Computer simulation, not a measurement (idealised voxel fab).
process module | voxel air gaps
cross-section cut | 205 nm wide | cells 5 nm
A cross-section is a grid of square cells, given in bands from the top down. A band is one or more rows of cells.
Each band's line starts with the height of the band's top and of its bottom, in nm. Then come its materials from left to right, each with its width in nm. One material with "throughout" fills the band from edge to edge. "air" is empty space.
Height 0 is the level under which the wafer as received is all one material. The lowest band goes on downwards, as in "0 down".
A width such as "30 to 40" changes by the same amount from each row of cells to the next, from the band's top row to its bottom row.
"no change" after a step means that no cell of the cross-section changed.
closed voids: empty space of 8 cells or more with no open way to the top, each as width x height at its distance from the left edge, in nm
after a step's settings: what the simulator itself notes on the step
overlay nm, on a step with a mask: how far to the right of its planned place the mask lay; to the left if negative
plan
1 op RECEIVE | material Si
2 op CONFORMAL_DEP | material SiO2 | thk nm 10
3 op CONFORMAL_DEP | material SiCN | thk nm 5
4 op DIRECTIONAL_DEP | material SiO2 | thk nm 30
5 op PATTERN | tone open | mask id LINES | material resist | width nm 20 | pitch nm 45 | thk nm 20 | overlay nm 0
6 op DIRECTIONAL_ETCH | etch materials SiO2 | depth nm 30
7 op STRIP | etch materials resist
8 op CONFORMAL_DEP | material TiN | thk nm 5
9 op FILL_DEP | material Cu | thk nm 10
10 op CMP | height nm 45
11 op EPI | material Ru | thk nm 10
12 op SELECTIVE_ETCH | etch materials SiO2 | depth nm 40
13 op CONFORMAL_DEP | material SiCN | thk nm 5
as received, after step 1
  0 down: Si throughout
  closed voids: none
first wafer at the end, as planned
  60 to 55: air 30 | SiCN 140 | air 35
  55 to 45: air 30 | SiCN 5 | Ru 40 | SiCN 5 | Ru 40 | SiCN 5 | Ru 40 | SiCN 5 | air 35
  45 to 40: air 30 | SiCN 15 | TiN 5 | Cu 10 | TiN 5 | SiCN 25 | TiN 5 | Cu 10 | TiN 5 | SiCN 25 | TiN 5 | Cu 10 | TiN 5 | SiCN 15 | air 35
  40 to 20: air 40 | SiCN 5 | TiN 5 | Cu 10 | TiN 5 | SiCN 5 | air 15 | SiCN 5 | TiN 5 | Cu 10 | TiN 5 | SiCN 5 | air 15 | SiCN 5 | TiN 5 | Cu 10 | TiN 5 | SiCN 5 | air 45
  20 to 15: SiCN 45 | TiN 20 | SiCN 25 | TiN 20 | SiCN 25 | TiN 20 | SiCN 50
  15 to 10: SiCN throughout
  10 to 0: SiO2 throughout
  0 down: Si throughout
  closed voids: 15 x 20 at 70; 15 x 20 at 115
second wafer at the end: like start, like plan, one mistake
  60 to 55: air 30 | SiCN 140 | air 35
  55 to 45: air 30 | SiCN 5 | Ru 40 | SiCN 5 | Ru 40 | SiCN 5 | Ru 40 | SiCN 5 | air 35
  45 to 40: air 30 | SiCN 15 | TiN 5 | Cu 10 | TiN 5 | SiCN 25 | TiN 5 | Cu 10 | TiN 5 | SiCN 25 | TiN 5 | Cu 10 | TiN 5 | SiCN 15 | air 35
  40 to 30: air 40 | SiCN 5 | TiN 5 | Cu 10 | TiN 5 | SiCN 5 | air 15 | SiCN 5 | TiN 5 | Cu 10 | TiN 5 | SiCN 5 | air 15 | SiCN 5 | TiN 5 | Cu 10 | TiN 5 | SiCN 5 | air 45
  30 to 25: SiCN 45 | TiN 20 | SiCN 25 | TiN 20 | SiCN 25 | TiN 20 | SiCN 50
  25 to 10: SiCN throughout
  10 to 0: SiO2 throughout
  0 down: Si throughout
  closed voids: none
what went wrong: step 3 ran as: op CONFORMAL_DEP | material SiCN | thk nm 15
at the end the second wafer has, in cells: 12 fewer of Cu | 70 more of SiCN | 12 fewer of TiN
closed voids at the end (first wafer, second wafer): 2, 0
